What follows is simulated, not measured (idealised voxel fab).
process module | voxel tone inversion
cross-section cut | 255 nm wide | cells 5 nm
A cross-section is a grid of square cells, given in bands from the top down. A band is one or more rows of cells.
Each band's line starts with the height of the band's top and of its bottom, in nm. Then come its materials from left to right, each with its width in nm. One material with "throughout" fills the band from edge to edge. "air" is empty space.
Height 0 is the level under which the wafer as received is all one material. The lowest band goes on downwards, as in "0 down".
A width such as "30 to 40" changes by the same amount from each row of cells to the next, from the band's top row to its bottom row.
"no change" after a step means that no cell of the cross-section changed.
closed voids: empty space of 8 cells or more with no open way to the top, each as width x height at its distance from the left edge, in nm
after a step's settings: what the simulator itself notes on the step
overlay nm, on a step with a mask: how far to the right of its planned place the mask lay; to the left if negative
plan
1 op RECEIVE | material Si
2 op CONFORMAL_DEP | material SiN | thk nm 5
3 op DIRECTIONAL_DEP | material aC | thk nm 20
4 op PATTERN | tone cover | mask id POSTS | material resist | width nm 25 | pitch nm 55 | thk nm 25 | overlay nm 0
5 op DIRECTIONAL_ETCH | etch materials aC | depth nm 20
6 op STRIP | etch materials resist
7 op FILL_DEP | material SiO2 | thk nm 10
8 op CMP | height nm 25
9 op STRIP | etch materials aC
10 op CONFORMAL_DEP | material TiN | thk nm 5
11 op FILL_DEP | material Cu | thk nm 10
12 op CMP | height nm 25
13 op CONFORMAL_DEP | material SiN | thk nm 5
first wafer, as planned
as received, after step 1
  0 down: Si throughout
  closed voids: none
after step 2
  5 to 0: SiN throughout
  below 0: unchanged
after step 3
  25 to 5: aC throughout
  below 5: unchanged
after step 4
  50 to 25: air 30 | resist 25 | air 30 | resist 25 | air 30 | resist 25 | air 30 | resist 25 | air 35
  below 25: unchanged
after step 5
  30 to 25: air 30 | resist 25 | air 30 | resist 25 | air 30 | resist 25 | air 30 | resist 25 | air 35
  25 to 5: air 30 | aC 25 | air 30 | aC 25 | air 30 | aC 25 | air 30 | aC 25 | air 35
  below 5: unchanged
after step 6
  25 to 5: air 30 | aC 25 | air 30 | aC 25 | air 30 | aC 25 | air 30 | aC 25 | air 35
  below 5: unchanged
after step 7
  35 to 25: SiO2 throughout
  25 to 5: SiO2 30 | aC 25 | SiO2 30 | aC 25 | SiO2 30 | aC 25 | SiO2 30 | aC 25 | SiO2 35
  below 5: unchanged
after step 8
  25 to 5: SiO2 30 | aC 25 | SiO2 30 | aC 25 | SiO2 30 | aC 25 | SiO2 30 | aC 25 | SiO2 35
  below 5: unchanged
after step 9
  25 to 5: SiO2 30 | air 25 | SiO2 30 | air 25 | SiO2 30 | air 25 | SiO2 30 | air 25 | SiO2 35
  below 5: unchanged
after step 10
  30 to 25: TiN 35 | air 15 | TiN 40 | air 15 | TiN 40 | air 15 | TiN 40 | air 15 | TiN 40
  25 to 10: SiO2 30 | TiN 5 | air 15 | TiN 5 | SiO2 30 | TiN 5 | air 15 | TiN 5 | SiO2 30 | TiN 5 | air 15 | TiN 5 | SiO2 30 | TiN 5 | air 15 | TiN 5 | SiO2 35
  10 to 5: SiO2 30 | TiN 25 | SiO2 30 | TiN 25 | SiO2 30 | TiN 25 | SiO2 30 | TiN 25 | SiO2 35
  below 5: unchanged
after step 11
  40 to 30: Cu throughout
  30 to 25: TiN 35 | Cu 15 | TiN 40 | Cu 15 | TiN 40 | Cu 15 | TiN 40 | Cu 15 | TiN 40
  25 to 10: SiO2 30 | TiN 5 | Cu 15 | TiN 5 | SiO2 30 | TiN 5 | Cu 15 | TiN 5 | SiO2 30 | TiN 5 | Cu 15 | TiN 5 | SiO2 30 | TiN 5 | Cu 15 | TiN 5 | SiO2 35
  below 10: unchanged
after step 12
  25 to 10: SiO2 30 | TiN 5 | Cu 15 | TiN 5 | SiO2 30 | TiN 5 | Cu 15 | TiN 5 | SiO2 30 | TiN 5 | Cu 15 | TiN 5 | SiO2 30 | TiN 5 | Cu 15 | TiN 5 | SiO2 35
  below 10: unchanged
after step 13
  30 to 25: SiN throughout
  below 25: unchanged
second wafer: like start, like plan, one mistake. Through step 1 it matches the first wafer
when step 2 should have ended: no change
when step 3 should have ended
  20 to 0: aC throughout
  below 0: unchanged
when step 4 should have ended
  45 to 20: air 30 | resist 25 | air 30 | resist 25 | air 30 | resist 25 | air 30 | resist 25 | air 35
  below 20: unchanged
when step 5 should have ended
  25 to 20: air 30 | resist 25 | air 30 | resist 25 | air 30 | resist 25 | air 30 | resist 25 | air 35
  20 to 0: air 30 | aC 25 | air 30 | aC 25 | air 30 | aC 25 | air 30 | aC 25 | air 35
  below 0: unchanged
when step 6 should have ended
  20 to 0: air 30 | aC 25 | air 30 | aC 25 | air 30 | aC 25 | air 30 | aC 25 | air 35
  below 0: unchanged
when step 7 should have ended
  30 to 20: SiO2 throughout
  20 to 0: SiO2 30 | aC 25 | SiO2 30 | aC 25 | SiO2 30 | aC 25 | SiO2 30 | aC 25 | SiO2 35
  below 0: unchanged
when step 8 should have ended
  25 to 20: SiO2 throughout
  below 20: unchanged
when step 9 should have ended: no change
when step 10 should have ended
  30 to 25: TiN throughout
  below 25: unchanged
when step 11 should have ended
  40 to 30: Cu throughout
  below 30: unchanged
when step 12 should have ended
  25 to 20: SiO2 throughout
  below 20: unchanged
when step 13 should have ended
  30 to 25: SiN throughout
  below 25: unchanged
what went wrong: step 2 was left out
at the end the second wafer has, in cells: 36 fewer of Cu | 51 fewer of SiN | 51 more of SiO2 | 44 fewer of TiN | 80 more of aC
